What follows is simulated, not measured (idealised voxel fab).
The document below concerns the process module designated voxel double patterning.
Square cell edge 5 nm, section width 290 nm, ID cut.
Square cells in a grid make up a cross-section in this document, and the grid is given as bands, listed from the top down, each one or more rows of cells.
For a band, the entry starts with two heights in nm, that of the top and then that of the bottom, and carries on with the band's materials in order from left to right, each alongside its width in nm; the word "all across" beside a single material means it fills the band edge to edge, and "blank" means empty space.
For the purposes of this specification, 0 denotes the height below which the wafer in its as-received condition is composed wholly of one material, and the lowermost band, lacking a lower limit, extends downward without end, as expressed in "top 0, no bottom".
It should be noted that a width expressed as "30..40" varies in equal increments from row to row of cells within the band, taking the value of the first number at the top row and that of the second number at the bottom row.
"nothing was modified" -> step changed no cross-section cell.
Under "Trapped void list" you'll find the enclosed gaps, the ones with no way out to the top, that are 8 cells or bigger; each reads width x height at distance, with distance counted from the left edge, everything in nm.
On each step's line, the part that comes after the settings is the simulator's own comment on the step.
For masked steps, "overlay nm" on the step line gives how far right of plan the mask actually lay; a minus sign means it lay to the left.
Read each pair as before and after one process step. The after cross-section shows only down to the lowest band that changed. The step between them and its settings are given below the pair. Pairs can come from different runs of this module on the same starting wafer. A pair continues from the pair above only where its "Status quo ante" entry says so.

## Status quo ante
> top 0, no bottom: Si all across
> Trapped void list: none

## State After Step
> top 5, bottom 0: SiN all across
> Rest of section, below 0: as before.
> Trapped void list: none
Formally, the process step situated between the two cross-sections above is CONFORMAL_DEP, material SiN, thk nm 5

Status quo ante: just use the after drawing of the pair above as your starting point.

## State After Step
> top 20, bottom 5: SiO2 all across
> Rest of section, below 5: as before.
> Trapped void list: none
Formally, the process step situated between the two cross-sections above is DIRECTIONAL_DEP, material SiO2, thk nm 15

Status quo ante: just use the after drawing of the pair above as your starting point.

## State After Step
> top 25, bottom 20: SiCN all across
> Rest of section, below 20: as before.
> Trapped void list: none
Formally, the process step situated between the two cross-sections above is DIRECTIONAL_DEP, material SiCN, thk nm 5

Status quo ante: just use the after drawing of the pair above as your starting point.

## State After Step
> top 35, bottom 25: aC all across
> Rest of section, below 25: as before.
> Trapped void list: none
Formally, the process step situated between the two cross-sections above is DIRECTIONAL_DEP, material aC, thk nm 10

Status quo ante: just use the after drawing of the pair above as your starting point.

## State After Step
> top 65, bottom 35: resist: 110 / blank: 15 / resist: 35 / blank: 15 / resist: 115
> Rest of section, below 35: as before.
> Trapped void list: none
Formally, the process step situated between the two cross-sections above is PATTERN, tone open, mask id FIRST, material resist, width nm 15, pitch nm 50, thk nm 30, overlay nm 0

Status quo ante: just use the after drawing of the pair above as your starting point.

## State After Step
> top 55, bottom 35: resist: 110 / blank: 15 / resist: 35 / blank: 15 / resist: 115
> top 35, bottom 25: aC: 110 / blank: 15 / aC: 35 / blank: 15 / aC: 115
> Rest of section, below 25: as before.
> Trapped void list: none
Formally, the process step situated between the two cross-sections above is DIRECTIONAL_ETCH, etch materials aC, depth nm 10

Status quo ante: just use the after drawing of the pair above as your starting point.

## State After Step
> top 35, bottom 25: aC: 110 / blank: 15 / aC: 35 / blank: 15 / aC: 115
> Rest of section, below 25: as before.
> Trapped void list: none
Formally, the process step situated between the two cross-sections above is STRIP, etch materials resist

Status quo ante: just use the after drawing of the pair above as your starting point.

## State After Step
> top 35, bottom 25: aC: 110 / blank: 15 / aC: 35 / blank: 15 / aC: 115
> top 25, bottom 20: SiCN: 110 / blank: 15 / SiCN: 35 / blank: 15 / SiCN: 115
> Rest of section, below 20: as before.
> Trapped void list: none
Formally, the process step situated between the two cross-sections above is DIRECTIONAL_ETCH, etch materials SiCN, depth nm 5

Status quo ante: just use the after drawing of the pair above as your starting point.

## State After Step
> top 25, bottom 20: SiCN: 110 / blank: 15 / SiCN: 35 / blank: 15 / SiCN: 115
> Rest of section, below 20: as before.
> Trapped void list: none
Formally, the process step situated between the two cross-sections above is STRIP, etch materials aC

Status quo ante: just use the after drawing of the pair above as your starting point.

## State After Step
> top 45, bottom 25: resist: 135 / blank: 15 / resist: 140
> top 25, bottom 20: SiCN: 110 / resist: 15 / SiCN: 35 / resist: 15 / SiCN: 115
> Rest of section, below 20: as before.
> Trapped void list: none
Formally, the process step situated between the two cross-sections above is PATTERN, tone open, mask id SECOND, material resist, width nm 15, thk nm 20, overlay nm 0

Status quo ante: just use the after drawing of the pair above as your starting point.

## State After Step
> top 45, bottom 25: resist: 135 / blank: 15 / resist: 140
> top 25, bottom 20: SiCN: 110 / resist: 15 / SiCN: 10 / blank: 15 / SiCN: 10 / resist: 15 / SiCN: 115
> Rest of section, below 20: as before.
> Trapped void list: none
Formally, the process step situated between the two cross-sections above is DIRECTIONAL_ETCH, etch materials SiCN, depth nm 5

Status quo ante: just use the after drawing of the pair above as your starting point.

## State After Step
> top 25, bottom 20: SiCN: 110 / blank: 15 / SiCN: 10 / blank: 15 / SiCN: 10 / blank: 15 / SiCN: 115
> Rest of section, below 20: as before.
> Trapped void list: none
Formally, the process step situated between the two cross-sections above is STRIP, etch materials resist

Status quo ante: just use the after drawing of the pair above as your starting point.

## State After Step
> top 25, bottom 20: SiCN: 110 / blank: 15 / SiCN: 10 / blank: 15 / SiCN: 10 / blank: 15 / SiCN: 115
> top 20, bottom 5: SiO2: 110 / blank: 15 / SiO2: 10 / blank: 15 / SiO2: 10 / blank: 15 / SiO2: 115
> Rest of section, below 5: as before.
> Trapped void list: none
Formally, the process step situated between the two cross-sections above is DIRECTIONAL_ETCH, etch materials SiO2, depth nm 15

Status quo ante: just use the after drawing of the pair above as your starting point.

## State After Step
> top 20, bottom 5: SiO2: 110 / blank: 15 / SiO2: 10 / blank: 15 / SiO2: 10 / blank: 15 / SiO2: 115
> Rest of section, below 5: as before.
> Trapped void list: none
Formally, the process step situated between the two cross-sections above is STRIP, etch materials SiCN

## Status quo ante
> top 0, no bottom: Si all across
> Trapped void list: none

## State After Step
> top 15, bottom 0: SiO2 all across
> Rest of section, below 0: as before.
> Trapped void list: none
Formally, the process step situated between the two cross-sections above is DIRECTIONAL_DEP, material SiO2, thk nm 15

Status quo ante: just use the after drawing of the pair above as your starting point.

## State After Step
> top 20, bottom 15: SiCN all across
> Rest of section, below 15: as before.
> Trapped void list: none
Formally, the process step situated between the two cross-sections above is DIRECTIONAL_DEP, material SiCN, thk nm 5

Status quo ante: just use the after drawing of the pair above as your starting point.

## State After Step
> top 30, bottom 20: aC all across
> Rest of section, below 20: as before.
> Trapped void list: none
Formally, the process step situated between the two cross-sections above is DIRECTIONAL_DEP, material aC, thk nm 10

Status quo ante: just use the after drawing of the pair above as your starting point.

## State After Step
> top 60, bottom 30: resist: 110 / blank: 15 / resist: 35 / blank: 15 / resist: 115
> Rest of section, below 30: as before.
> Trapped void list: none
Formally, the process step situated between the two cross-sections above is PATTERN, tone open, mask id FIRST, material resist, width nm 15, pitch nm 50, thk nm 30, overlay nm 0

Status quo ante: just use the after drawing of the pair above as your starting point.

## State After Step
> top 50, bottom 30: resist: 110 / blank: 15 / resist: 35 / blank: 15 / resist: 115
> top 30, bottom 20: aC: 110 / blank: 15 / aC: 35 / blank: 15 / aC: 115
> Rest of section, below 20: as before.
> Trapped void list: none
Formally, the process step situated between the two cross-sections above is DIRECTIONAL_ETCH, etch materials aC, depth nm 10

Status quo ante: just use the after drawing of the pair above as your starting point.

## State After Step
> top 30, bottom 20: aC: 110 / blank: 15 / aC: 35 / blank: 15 / aC: 115
> Rest of section, below 20: as before.
> Trapped void list: none
Formally, the process step situated between the two cross-sections above is STRIP, etch materials resist

Status quo ante: just use the after drawing of the pair above as your starting point.

## State After Step
> top 30, bottom 20: aC: 110 / blank: 15 / aC: 35 / blank: 15 / aC: 115
> top 20, bottom 15: SiCN: 110 / blank: 15 / SiCN: 35 / blank: 15 / SiCN: 115
> Rest of section, below 15: as before.
> Trapped void list: none
Formally, the process step situated between the two cross-sections above is DIRECTIONAL_ETCH, etch materials SiCN, depth nm 5

Status quo ante: just use the after drawing of the pair above as your starting point.

## State After Step
> top 20, bottom 15: SiCN: 110 / blank: 15 / SiCN: 35 / blank: 15 / SiCN: 115
> Rest of section, below 15: as before.
> Trapped void list: none
Formally, the process step situated between the two cross-sections above is STRIP, etch materials aC

Status quo ante: just use the after drawing of the pair above as your starting point.

## State After Step
> top 40, bottom 20: resist: 135 / blank: 15 / resist: 140
> top 20, bottom 15: SiCN: 110 / resist: 15 / SiCN: 35 / resist: 15 / SiCN: 115
> Rest of section, below 15: as before.
> Trapped void list: none
Formally, the process step situated between the two cross-sections above is PATTERN, tone open, mask id SECOND, material resist, width nm 15, thk nm 20, overlay nm 0

Status quo ante: just use the after drawing of the pair above as your starting point.

## State After Step
> top 40, bottom 20: resist: 135 / blank: 15 / resist: 140
> top 20, bottom 15: SiCN: 110 / resist: 15 / SiCN: 10 / blank: 15 / SiCN: 10 / resist: 15 / SiCN: 115
> Rest of section, below 15: as before.
> Trapped void list: none
Formally, the process step situated between the two cross-sections above is DIRECTIONAL_ETCH, etch materials SiCN, depth nm 5

Status quo ante: just use the after drawing of the pair above as your starting point.

## State After Step
> top 20, bottom 15: SiCN: 110 / blank: 15 / SiCN: 10 / blank: 15 / SiCN: 10 / blank: 15 / SiCN: 115
> Rest of section, below 15: as before.
> Trapped void list: none
Formally, the process step situated between the two cross-sections above is STRIP, etch materials resist

Status quo ante: just use the after drawing of the pair above as your starting point.

## State After Step
> top 20, bottom 15: SiCN: 110 / blank: 15 / SiCN: 10 / blank: 15 / SiCN: 10 / blank: 15 / SiCN: 115
> top 15, bottom 0: SiO2: 110 / blank: 15 / SiO2: 10 / blank: 15 / SiO2: 10 / blank: 15 / SiO2: 115
> Rest of section, below 0: as before.
> Trapped void list: none
Formally, the process step situated between the two cross-sections above is DIRECTIONAL_ETCH, etch materials SiO2, depth nm 15

Status quo ante: just use the after drawing of the pair above as your starting point.

## State After Step
> top 15, bottom 0: SiO2: 110 / blank: 15 / SiO2: 10 / blank: 15 / SiO2: 10 / blank: 15 / SiO2: 115
> Rest of section, below 0: as before.
> Trapped void list: none
Formally, the process step situated between the two cross-sections above is STRIP, etch materials SiCN

## Status quo ante
> top 20, bottom 5: SiO2 all across
> top 5, bottom 0: SiN all across
> top 0, no bottom: Si all across
> Trapped void list: none

## State After Step
> top 35, bottom 5: SiO2 all across
> Rest of section, below 5: as before.
> Trapped void list: none
Formally, the process step situated between the two cross-sections above is DIRECTIONAL_DEP, material SiO2, thk nm 15

Status quo ante: just use the after drawing of the pair above as your starting point.

## State After Step
> top 40, bottom 35: SiCN all across
> Rest of section, below 35: as before.
> Trapped void list: none
Formally, the process step situated between the two cross-sections above is DIRECTIONAL_DEP, material SiCN, thk nm 5

Status quo ante: just use the after drawing of the pair above as your starting point.

## State After Step
> top 50, bottom 40: aC all across
> Rest of section, below 40: as before.
> Trapped void list: none
Formally, the process step situated between the two cross-sections above is DIRECTIONAL_DEP, material aC, thk nm 10

Status quo ante: just use the after drawing of the pair above as your starting point.

## State After Step
> top 80, bottom 50: resist: 110 / blank: 15 / resist: 35 / blank: 15 / resist: 115
> Rest of section, below 50: as before.
> Trapped void list: none
Formally, the process step situated between the two cross-sections above is PATTERN, tone open, mask id FIRST, material resist, width nm 15, pitch nm 50, thk nm 30, overlay nm 0

Status quo ante: just use the after drawing of the pair above as your starting point.

## State After Step
> top 70, bottom 50: resist: 110 / blank: 15 / resist: 35 / blank: 15 / resist: 115
> top 50, bottom 40: aC: 110 / blank: 15 / aC: 35 / blank: 15 / aC: 115
> Rest of section, below 40: as before.
> Trapped void list: none
Formally, the process step situated between the two cross-sections above is DIRECTIONAL_ETCH, etch materials aC, depth nm 10

Status quo ante: just use the after drawing of the pair above as your starting point.

## State After Step
> top 50, bottom 40: aC: 110 / blank: 15 / aC: 35 / blank: 15 / aC: 115
> Rest of section, below 40: as before.
> Trapped void list: none
Formally, the process step situated between the two cross-sections above is STRIP, etch materials resist

Status quo ante: just use the after drawing of the pair above as your starting point.

## State After Step
> top 50, bottom 40: aC: 110 / blank: 15 / aC: 35 / blank: 15 / aC: 115
> top 40, bottom 35: SiCN: 110 / blank: 15 / SiCN: 35 / blank: 15 / SiCN: 115
> Rest of section, below 35: as before.
> Trapped void list: none
Formally, the process step situated between the two cross-sections above is DIRECTIONAL_ETCH, etch materials SiCN, depth nm 5

Status quo ante: just use the after drawing of the pair above as your starting point.

## State After Step
> top 40, bottom 35: SiCN: 110 / blank: 15 / SiCN: 35 / blank: 15 / SiCN: 115
> Rest of section, below 35: as before.
> Trapped void list: none
Formally, the process step situated between the two cross-sections above is STRIP, etch materials aC

Status quo ante: just use the after drawing of the pair above as your starting point.

## State After Step
> top 60, bottom 40: resist: 135 / blank: 15 / resist: 140
> top 40, bottom 35: SiCN: 110 / resist: 15 / SiCN: 35 / resist: 15 / SiCN: 115
> Rest of section, below 35: as before.
> Trapped void list: none
Formally, the process step situated between the two cross-sections above is PATTERN, tone open, mask id SECOND, material resist, width nm 15, thk nm 20, overlay nm 0

Status quo ante: just use the after drawing of the pair above as your starting point.

## State After Step
> top 60, bottom 40: resist: 135 / blank: 15 / resist: 140
> top 40, bottom 35: SiCN: 110 / resist: 15 / SiCN: 10 / blank: 15 / SiCN: 10 / resist: 15 / SiCN: 115
> Rest of section, below 35: as before.
> Trapped void list: none
Formally, the process step situated between the two cross-sections above is DIRECTIONAL_ETCH, etch materials SiCN, depth nm 5

Status quo ante: just use the after drawing of the pair above as your starting point.

## State After Step
> top 40, bottom 35: SiCN: 110 / blank: 15 / SiCN: 10 / blank: 15 / SiCN: 10 / blank: 15 / SiCN: 115
> Rest of section, below 35: as before.
> Trapped void list: none
Formally, the process step situated between the two cross-sections above is STRIP, etch materials resist

Status quo ante: just use the after drawing of the pair above as your starting point.

## State After Step
> top 40, bottom 35: SiCN: 110 / blank: 15 / SiCN: 10 / blank: 15 / SiCN: 10 / blank: 15 / SiCN: 115
> top 35, bottom 20: SiO2: 110 / blank: 15 / SiO2: 10 / blank: 15 / SiO2: 10 / blank: 15 / SiO2: 115
> Rest of section, below 20: as before.
> Trapped void list: none
Formally, the process step situated between the two cross-sections above is DIRECTIONAL_ETCH, etch materials SiO2, depth nm 15

Status quo ante: just use the after drawing of the pair above as your starting point.

## State After Step
> top 35, bottom 20: SiO2: 110 / blank: 15 / SiO2: 10 / blank: 15 / SiO2: 10 / blank: 15 / SiO2: 115
> Rest of section, below 20: as before.
> Trapped void list: none
Formally, the process step situated between the two cross-sections above is STRIP, etch materials SiCN

## Status quo ante
> top 15, bottom 0: SiO2 all across
> top 0, no bottom: Si all across
> Trapped void list: none

## State After Step
> top 20, bottom 15: SiN all across
> Rest of section, below 15: as before.
> Trapped void list: none
Formally, the process step situated between the two cross-sections above is CONFORMAL_DEP, material SiN, thk nm 5

Status quo ante: just use the after drawing of the pair above as your starting point.

## State After Step
> top 25, bottom 20: SiCN all across
> Rest of section, below 20: as before.
> Trapped void list: none
Formally, the process step situated between the two cross-sections above is DIRECTIONAL_DEP, material SiCN, thk nm 5

Status quo ante: just use the after drawing of the pair above as your starting point.

## State After Step
> top 35, bottom 25: aC all across
> Rest of section, below 25: as before.
> Trapped void list: none
Formally, the process step situated between the two cross-sections above is DIRECTIONAL_DEP, material aC, thk nm 10

Status quo ante: just use the after drawing of the pair above as your starting point.

## State After Step
> top 65, bottom 35: resist: 110 / blank: 15 / resist: 35 / blank: 15 / resist: 115
> Rest of section, below 35: as before.
> Trapped void list: none
Formally, the process step situated between the two cross-sections above is PATTERN, tone open, mask id FIRST, material resist, width nm 15, pitch nm 50, thk nm 30, overlay nm 0

Status quo ante: just use the after drawing of the pair above as your starting point.

## State After Step
> top 55, bottom 35: resist: 110 / blank: 15 / resist: 35 / blank: 15 / resist: 115
> top 35, bottom 25: aC: 110 / blank: 15 / aC: 35 / blank: 15 / aC: 115
> Rest of section, below 25: as before.
> Trapped void list: none
Formally, the process step situated between the two cross-sections above is DIRECTIONAL_ETCH, etch materials aC, depth nm 10

Status quo ante: just use the after drawing of the pair above as your starting point.

## State After Step
> top 35, bottom 25: aC: 110 / blank: 15 / aC: 35 / blank: 15 / aC: 115
> Rest of section, below 25: as before.
> Trapped void list: none
Formally, the process step situated between the two cross-sections above is STRIP, etch materials resist

Status quo ante: just use the after drawing of the pair above as your starting point.

## State After Step
> top 35, bottom 25: aC: 110 / blank: 15 / aC: 35 / blank: 15 / aC: 115
> top 25, bottom 20: SiCN: 110 / blank: 15 / SiCN: 35 / blank: 15 / SiCN: 115
> Rest of section, below 20: as before.
> Trapped void list: none
Formally, the process step situated between the two cross-sections above is DIRECTIONAL_ETCH, etch materials SiCN, depth nm 5

Status quo ante: just use the after drawing of the pair above as your starting point.

## State After Step
> top 25, bottom 20: SiCN: 110 / blank: 15 / SiCN: 35 / blank: 15 / SiCN: 115
> Rest of section, below 20: as before.
> Trapped void list: none
Formally, the process step situated between the two cross-sections above is STRIP, etch materials aC

Status quo ante: just use the after drawing of the pair above as your starting point.

## State After Step
> top 45, bottom 25: resist: 135 / blank: 15 / resist: 140
> top 25, bottom 20: SiCN: 110 / resist: 15 / SiCN: 35 / resist: 15 / SiCN: 115
> Rest of section, below 20: as before.
> Trapped void list: none
Formally, the process step situated between the two cross-sections above is PATTERN, tone open, mask id SECOND, material resist, width nm 15, thk nm 20, overlay nm 0

Status quo ante: just use the after drawing of the pair above as your starting point.

## State After Step
> top 45, bottom 25: resist: 135 / blank: 15 / resist: 140
> top 25, bottom 20: SiCN: 110 / resist: 15 / SiCN: 10 / blank: 15 / SiCN: 10 / resist: 15 / SiCN: 115
> Rest of section, below 20: as before.
> Trapped void list: none
Formally, the process step situated between the two cross-sections above is DIRECTIONAL_ETCH, etch materials SiCN, depth nm 5

Status quo ante: just use the after drawing of the pair above as your starting point.

## State After Step
> top 25, bottom 20: SiCN: 110 / blank: 15 / SiCN: 10 / blank: 15 / SiCN: 10 / blank: 15 / SiCN: 115
> Rest of section, below 20: as before.
> Trapped void list: none
Formally, the process step situated between the two cross-sections above is STRIP, etch materials resist

Status quo ante: just use the after drawing of the pair above as your starting point.

## State After Step
> top 20, bottom 15: SiN all across
> Rest of section, below 15: as before.
> Trapped void list: none
Formally, the process step situated between the two cross-sections above is STRIP, etch materials SiCN

## Status quo ante
> top 5, bottom 0: SiN all across
> top 0, no bottom: Si all across
> Trapped void list: none

## State After Step
> top 15, bottom 5: SiO2 all across
> Rest of section, below 5: as before.
> Trapped void list: none
Formally, the process step situated between the two cross-sections above is DIRECTIONAL_DEP, material SiO2, thk nm 10

Status quo ante: just use the after drawing of the pair above as your starting point.

## State After Step
> top 20, bottom 15: SiCN all across
> Rest of section, below 15: as before.
> Trapped void list: none
Formally, the process step situated between the two cross-sections above is DIRECTIONAL_DEP, material SiCN, thk nm 5

Status quo ante: just use the after drawing of the pair above as your starting point.

## State After Step
> top 30, bottom 20: aC all across
> Rest of section, below 20: as before.
> Trapped void list: none
Formally, the process step situated between the two cross-sections above is DIRECTIONAL_DEP, material aC, thk nm 10

Status quo ante: just use the after drawing of the pair above as your starting point.

## State After Step
> top 60, bottom 30: resist: 110 / blank: 15 / resist: 35 / blank: 15 / resist: 115
> Rest of section, below 30: as before.
> Trapped void list: none
Formally, the process step situated between the two cross-sections above is PATTERN, tone open, mask id FIRST, material resist, width nm 15, pitch nm 50, thk nm 30, overlay nm 0

Status quo ante: just use the after drawing of the pair above as your starting point.

## State After Step
> top 50, bottom 30: resist: 110 / blank: 15 / resist: 35 / blank: 15 / resist: 115
> top 30, bottom 20: aC: 110 / blank: 15 / aC: 35 / blank: 15 / aC: 115
> Rest of section, below 20: as before.
> Trapped void list: none
Formally, the process step situated between the two cross-sections above is DIRECTIONAL_ETCH, etch materials aC, depth nm 10

Status quo ante: just use the after drawing of the pair above as your starting point.

## State After Step
> top 30, bottom 20: aC: 110 / blank: 15 / aC: 35 / blank: 15 / aC: 115
> Rest of section, below 20: as before.
> Trapped void list: none
Formally, the process step situated between the two cross-sections above is STRIP, etch materials resist

Status quo ante: just use the after drawing of the pair above as your starting point.

## State After Step
> top 30, bottom 20: aC: 110 / blank: 15 / aC: 35 / blank: 15 / aC: 115
> top 20, bottom 15: SiCN: 110 / blank: 15 / SiCN: 35 / blank: 15 / SiCN: 115
> Rest of section, below 15: as before.
> Trapped void list: none
Formally, the process step situated between the two cross-sections above is DIRECTIONAL_ETCH, etch materials SiCN, depth nm 5

Status quo ante: just use the after drawing of the pair above as your starting point.

## State After Step
> top 20, bottom 15: SiCN: 110 / blank: 15 / SiCN: 35 / blank: 15 / SiCN: 115
> Rest of section, below 15: as before.
> Trapped void list: none
Formally, the process step situated between the two cross-sections above is STRIP, etch materials aC

Status quo ante: just use the after drawing of the pair above as your starting point.

## State After Step
> top 40, bottom 20: resist: 135 / blank: 15 / resist: 140
> top 20, bottom 15: SiCN: 110 / resist: 15 / SiCN: 35 / resist: 15 / SiCN: 115
> Rest of section, below 15: as before.
> Trapped void list: none
Formally, the process step situated between the two cross-sections above is PATTERN, tone open, mask id SECOND, material resist, width nm 15, thk nm 20, overlay nm 0

Status quo ante: just use the after drawing of the pair above as your starting point.

## State After Step
> top 40, bottom 20: resist: 135 / blank: 15 / resist: 140
> top 20, bottom 15: SiCN: 110 / resist: 15 / SiCN: 10 / blank: 15 / SiCN: 10 / resist: 15 / SiCN: 115
> Rest of section, below 15: as before.
> Trapped void list: none
Formally, the process step situated between the two cross-sections above is DIRECTIONAL_ETCH, etch materials SiCN, depth nm 5

Status quo ante: just use the after drawing of the pair above as your starting point.

## State After Step
> top 20, bottom 15: SiCN: 110 / blank: 15 / SiCN: 10 / blank: 15 / SiCN: 10 / blank: 15 / SiCN: 115
> Rest of section, below 15: as before.
> Trapped void list: none
Formally, the process step situated between the two cross-sections above is STRIP, etch materials resist

Status quo ante: just use the after drawing of the pair above as your starting point.

## State After Step
> top 20, bottom 15: SiCN: 110 / blank: 15 / SiCN: 10 / blank: 15 / SiCN: 10 / blank: 15 / SiCN: 115
> top 15, bottom 5: SiO2: 110 / blank: 15 / SiO2: 10 / blank: 15 / SiO2: 10 / blank: 15 / SiO2: 115
> Rest of section, below 5: as before.
> Trapped void list: none
Formally, the process step situated between the two cross-sections above is DIRECTIONAL_ETCH, etch materials SiO2, depth nm 15

Status quo ante: just use the after drawing of the pair above as your starting point.

## State After Step
> top 15, bottom 5: SiO2: 110 / blank: 15 / SiO2: 10 / blank: 15 / SiO2: 10 / blank: 15 / SiO2: 115
> Rest of section, below 5: as before.
> Trapped void list: none
Formally, the process step situated between the two cross-sections above is STRIP, etch materials SiCN

## Status quo ante
> top 35, bottom 25: aC all across
> top 25, bottom 20: SiCN all across
> top 20, bottom 5: SiO2 all across
> top 5, bottom 0: SiN all across
> top 0, no bottom: Si all across
> Trapped void list: none

## State After Step
> top 65, bottom 35: resist: 110 / blank: 20 / resist: 30 / blank: 20 / resist: 110
> Rest of section, below 35: as before.
> Trapped void list: none
Formally, the process step situated between the two cross-sections above is PATTERN, tone open, mask id FIRST, material resist, width nm 20, pitch nm 50, thk nm 30, overlay nm 0

Status quo ante: just use the after drawing of the pair above as your starting point.

## State After Step
> top 55, bottom 35: resist: 110 / blank: 20 / resist: 30 / blank: 20 / resist: 110
> top 35, bottom 25: aC: 110 / blank: 20 / aC: 30 / blank: 20 / aC: 110
> Rest of section, below 25: as before.
> Trapped void list: none
Formally, the process step situated between the two cross-sections above is DIRECTIONAL_ETCH, etch materials aC, depth nm 10

Status quo ante: just use the after drawing of the pair above as your starting point.

## State After Step
> top 35, bottom 25: aC: 110 / blank: 20 / aC: 30 / blank: 20 / aC: 110
> Rest of section, below 25: as before.
> Trapped void list: none
Formally, the process step situated between the two cross-sections above is STRIP, etch materials resist

Status quo ante: just use the after drawing of the pair above as your starting point.

## State After Step
> top 35, bottom 25: aC: 110 / blank: 20 / aC: 30 / blank: 20 / aC: 110
> top 25, bottom 20: SiCN: 110 / blank: 20 / SiCN: 30 / blank: 20 / SiCN: 110
> Rest of section, below 20: as before.
> Trapped void list: none
Formally, the process step situated between the two cross-sections above is DIRECTIONAL_ETCH, etch materials SiCN, depth nm 5

Status quo ante: just use the after drawing of the pair above as your starting point.

## State After Step
> top 25, bottom 20: SiCN: 110 / blank: 20 / SiCN: 30 / blank: 20 / SiCN: 110
> Rest of section, below 20: as before.
> Trapped void list: none
Formally, the process step situated between the two cross-sections above is STRIP, etch materials aC

Status quo ante: just use the after drawing of the pair above as your starting point.

## State After Step
> top 45, bottom 25: resist: 135 / blank: 15 / resist: 140
> top 25, bottom 20: SiCN: 110 / resist: 20 / SiCN: 30 / resist: 20 / SiCN: 110
> Rest of section, below 20: as before.
> Trapped void list: none
Formally, the process step situated between the two cross-sections above is PATTERN, tone open, mask id SECOND, material resist, width nm 15, thk nm 20, overlay nm 0

Status quo ante: just use the after drawing of the pair above as your starting point.

## State After Step
> top 45, bottom 25: resist: 135 / blank: 15 / resist: 140
> top 25, bottom 20: SiCN: 110 / resist: 20 / SiCN: 5 / blank: 15 / SiCN: 10 / resist: 20 / SiCN: 110
> Rest of section, below 20: as before.
> Trapped void list: none
Formally, the process step situated between the two cross-sections above is DIRECTIONAL_ETCH, etch materials SiCN, depth nm 5

Status quo ante: just use the after drawing of the pair above as your starting point.

## State After Step
> top 25, bottom 20: SiCN: 110 / blank: 20 / SiCN: 5 / blank: 15 / SiCN: 10 / blank: 20 / SiCN: 110
> Rest of section, below 20: as before.
> Trapped void list: none
Formally, the process step situated between the two cross-sections above is STRIP, etch materials resist

Status quo ante: just use the after drawing of the pair above as your starting point.

## State After Step
> top 25, bottom 20: SiCN: 110 / blank: 20 / SiCN: 5 / blank: 15 / SiCN: 10 / blank: 20 / SiCN: 110
> top 20, bottom 5: SiO2: 110 / blank: 20 / SiO2: 5 / blank: 15 / SiO2: 10 / blank: 20 / SiO2: 110
> Rest of section, below 5: as before.
> Trapped void list: none
Formally, the process step situated between the two cross-sections above is DIRECTIONAL_ETCH, etch materials SiO2, depth nm 15

Status quo ante: just use the after drawing of the pair above as your starting point.

## State After Step
> top 20, bottom 5: SiO2: 110 / blank: 20 / SiO2: 5 / blank: 15 / SiO2: 10 / blank: 20 / SiO2: 110
> Rest of section, below 5: as before.
> Trapped void list: none
Formally, the process step situated between the two cross-sections above is STRIP, etch materials SiCN

## Status quo ante
> top 35, bottom 25: aC all across
> top 25, bottom 20: SiCN all across
> top 20, bottom 5: SiO2 all across
> top 5, bottom 0: SiN all across
> top 0, no bottom: Si all across
> Trapped void list: none

## State After Step
> top 65, bottom 35: resist: 105 / blank: 15 / resist: 35 / blank: 15 / resist: 120
> Rest of section, below 35: as before.
> Trapped void list: none
Formally, the process step situated between the two cross-sections above is PATTERN, tone open, mask id FIRST, material resist, width nm 15, pitch nm 50, thk nm 30, overlay nm -5

Status quo ante: just use the after drawing of the pair above as your starting point.

## State After Step
> top 55, bottom 35: resist: 105 / blank: 15 / resist: 35 / blank: 15 / resist: 120
> top 35, bottom 25: aC: 105 / blank: 15 / aC: 35 / blank: 15 / aC: 120
> Rest of section, below 25: as before.
> Trapped void list: none
Formally, the process step situated between the two cross-sections above is DIRECTIONAL_ETCH, etch materials aC, depth nm 10

Status quo ante: just use the after drawing of the pair above as your starting point.

## State After Step
> top 35, bottom 25: aC: 105 / blank: 15 / aC: 35 / blank: 15 / aC: 120
> Rest of section, below 25: as before.
> Trapped void list: none
Formally, the process step situated between the two cross-sections above is STRIP, etch materials resist

Status quo ante: just use the after drawing of the pair above as your starting point.

## State After Step
> top 35, bottom 25: aC: 105 / blank: 15 / aC: 35 / blank: 15 / aC: 120
> top 25, bottom 20: SiCN: 105 / blank: 15 / SiCN: 35 / blank: 15 / SiCN: 120
> Rest of section, below 20: as before.
> Trapped void list: none
Formally, the process step situated between the two cross-sections above is DIRECTIONAL_ETCH, etch materials SiCN, depth nm 5

Status quo ante: just use the after drawing of the pair above as your starting point.

## State After Step
> top 25, bottom 20: SiCN: 105 / blank: 15 / SiCN: 35 / blank: 15 / SiCN: 120
> Rest of section, below 20: as before.
> Trapped void list: none
Formally, the process step situated between the two cross-sections above is STRIP, etch materials aC

Status quo ante: just use the after drawing of the pair above as your starting point.

## State After Step
> top 45, bottom 25: resist: 135 / blank: 15 / resist: 140
> top 25, bottom 20: SiCN: 105 / resist: 15 / SiCN: 35 / resist: 15 / SiCN: 120
> Rest of section, below 20: as before.
> Trapped void list: none
Formally, the process step situated between the two cross-sections above is PATTERN, tone open, mask id SECOND, material resist, width nm 15, thk nm 20, overlay nm 0

Status quo ante: just use the after drawing of the pair above as your starting point.

## State After Step
> top 45, bottom 25: resist: 135 / blank: 15 / resist: 140
> top 25, bottom 20: SiCN: 105 / resist: 15 / SiCN: 15 / blank: 15 / SiCN: 5 / resist: 15 / SiCN: 120
> Rest of section, below 20: as before.
> Trapped void list: none
Formally, the process step situated between the two cross-sections above is DIRECTIONAL_ETCH, etch materials SiCN, depth nm 5

Status quo ante: just use the after drawing of the pair above as your starting point.

## State After Step
> top 25, bottom 20: SiCN: 105 / blank: 15 / SiCN: 15 / blank: 15 / SiCN: 5 / blank: 15 / SiCN: 120
> Rest of section, below 20: as before.
> Trapped void list: none
Formally, the process step situated between the two cross-sections above is STRIP, etch materials resist

Status quo ante: just use the after drawing of the pair above as your starting point.

## State After Step
> top 25, bottom 20: SiCN: 105 / blank: 15 / SiCN: 15 / blank: 15 / SiCN: 5 / blank: 15 / SiCN: 120
> top 20, bottom 5: SiO2: 105 / blank: 15 / SiO2: 15 / blank: 15 / SiO2: 5 / blank: 15 / SiO2: 120
> Rest of section, below 5: as before.
> Trapped void list: none
Formally, the process step situated between the two cross-sections above is DIRECTIONAL_ETCH, etch materials SiO2, depth nm 15

Status quo ante: just use the after drawing of the pair above as your starting point.

## State After Step
> top 20, bottom 5: SiO2: 105 / blank: 15 / SiO2: 15 / blank: 15 / SiO2: 5 / blank: 15 / SiO2: 120
> Rest of section, below 5: as before.
> Trapped void list: none
Formally, the process step situated between the two cross-sections above is STRIP, etch materials SiCN
